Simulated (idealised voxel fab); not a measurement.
process module | voxel wiring stack
cross-section cut | 175 nm wide | cells 5 nm
A cross-section is a grid of square cells, given in bands from the top down. A band is one or more rows of cells.
Each band's line starts with the height of the band's top and of its bottom, in nm. Then come its materials from left to right, each with its width in nm. One material with "throughout" fills the band from edge to edge. "air" is empty space.
Height 0 is the level under which the wafer as received is all one material. The lowest band goes on downwards, as in "0 down".
A width such as "30 to 40" changes by the same amount from each row of cells to the next, from the band's top row to its bottom row.
"no change" after a step means that no cell of the cross-section changed.
closed voids: empty space of 8 cells or more with no open way to the top, each as width x height at its distance from the left edge, in nm
after a step's settings: what the simulator itself notes on the step
overlay nm, on a step with a mask: how far to the right of its planned place the mask lay; to the left if negative
plan
1 op RECEIVE | material Si
2 op CONFORMAL_DEP | material SiO2 | thk nm 15
3 op DIRECTIONAL_DEP | material TiN | thk nm 5
4 op DIRECTIONAL_DEP | material Ru | thk nm 20
5 op PATTERN | tone cover | mask id METAL_1 | material resist | width nm 25 | pitch nm 50 | thk nm 20 | overlay nm 0
6 op DIRECTIONAL_ETCH | etch materials Ru | depth nm 20
7 op DIRECTIONAL_ETCH | etch materials TiN | depth nm 5
8 op STRIP | etch materials resist
9 op CONFORMAL_DEP | material SiN | thk nm 5
10 op FILL_DEP | material lowk | thk nm 10
11 op CMP | height nm 40
12 op CONFORMAL_DEP | material SiCN | thk nm 5
13 op DIRECTIONAL_DEP | material lowk | thk nm 30
14 op PATTERN | tone open | mask id METAL_2 | material resist | width nm 25 | pitch nm 50 | thk nm 15 | overlay nm 0
15 op DIRECTIONAL_ETCH | etch materials lowk | depth nm 15
16 op STRIP | etch materials resist
17 op DIRECTIONAL_DEP | material aC | thk nm 15
18 op PATTERN | tone open | mask id METAL_2_HOLES | material resist | width nm 15 | pitch nm 50 | thk nm 35 | overlay nm 0
19 op DIRECTIONAL_ETCH | etch materials aC | depth nm 15
20 op STRIP | etch materials resist
21 op DIRECTIONAL_ETCH | etch materials lowk | depth nm 15
22 op DIRECTIONAL_ETCH | etch materials SiCN | depth nm 5
23 op STRIP | etch materials aC
24 op CONFORMAL_DEP | material TiN | thk nm 5
25 op FILL_DEP | material Cu | thk nm 5
26 op CMP | height nm 75
27 op CONFORMAL_DEP | material SiCN | thk nm 5
as received, after step 1
  0 down: Si throughout
  closed voids: none
first wafer at the end, as planned
  80 to 75: SiCN throughout
  75 to 65: lowk 25 | TiN 5 | Cu 15 | TiN 5 | lowk 25 | TiN 5 | Cu 15 | TiN 5 | lowk 25 | TiN 5 | Cu 15 | TiN 5 | lowk 25
  65 to 60: lowk 25 | TiN 5 | Cu 5 | TiN 15 | lowk 25 | TiN 5 | Cu 5 | TiN 15 | lowk 25 | TiN 5 | Cu 5 | TiN 15 | lowk 25
  60 to 45: lowk 25 | TiN 5 | Cu 5 | TiN 5 | lowk 35 | TiN 5 | Cu 5 | TiN 5 | lowk 35 | TiN 5 | Cu 5 | TiN 5 | lowk 35
  45 to 40: SiCN 25 | TiN 15 | SiCN 35 | TiN 15 | SiCN 35 | TiN 15 | SiCN 35
  40 to 20: lowk 20 | SiN 5 | Ru 25 | SiN 5 | lowk 15 | SiN 5 | Ru 25 | SiN 5 | lowk 15 | SiN 5 | Ru 25 | SiN 5 | lowk 20
  20 to 15: SiN 25 | TiN 25 | SiN 25 | TiN 25 | SiN 25 | TiN 25 | SiN 25
  15 to 0: SiO2 throughout
  0 down: Si throughout
  closed voids: none
second wafer at the end: like start, like plan, one mistake
  80 to 75: SiCN throughout
  75 to 65: lowk 25 | TiN 5 | Cu 15 | TiN 5 | lowk 25 | TiN 5 | Cu 15 | TiN 5 | lowk 25 | TiN 5 | Cu 15 | TiN 5 | lowk 25
  65 to 60: lowk 25 | TiN 5 | Cu 5 | TiN 15 | lowk 25 | TiN 5 | Cu 5 | TiN 15 | lowk 25 | TiN 5 | Cu 5 | TiN 15 | lowk 25
  60 to 45: lowk 25 | TiN 5 | Cu 5 | TiN 5 | lowk 35 | TiN 5 | Cu 5 | TiN 5 | lowk 35 | TiN 5 | Cu 5 | TiN 5 | lowk 35
  45 to 40: SiCN 25 | TiN 15 | SiCN 35 | TiN 15 | SiCN 35 | TiN 15 | SiCN 35
  40 to 20: Ru 25 | SiN 5 | lowk 15 | SiN 5 | Ru 25 | SiN 5 | lowk 15 | SiN 5 | Ru 25 | SiN 5 | lowk 15 | SiN 5 | Ru 25
  20 to 15: TiN 25 | SiN 25 | TiN 25 | SiN 25 | TiN 25 | SiN 25 | TiN 25
  15 to 0: SiO2 throughout
  0 down: Si throughout
  closed voids: none
what went wrong: step 5 ran as: op PATTERN | tone open | mask id METAL_1 | material resist | width nm 25 | pitch nm 50 | thk nm 20 | overlay nm 0
at the end the second wafer has, in cells: 20 more of Ru | 5 fewer of SiN | 5 more of TiN | 20 fewer of lowk
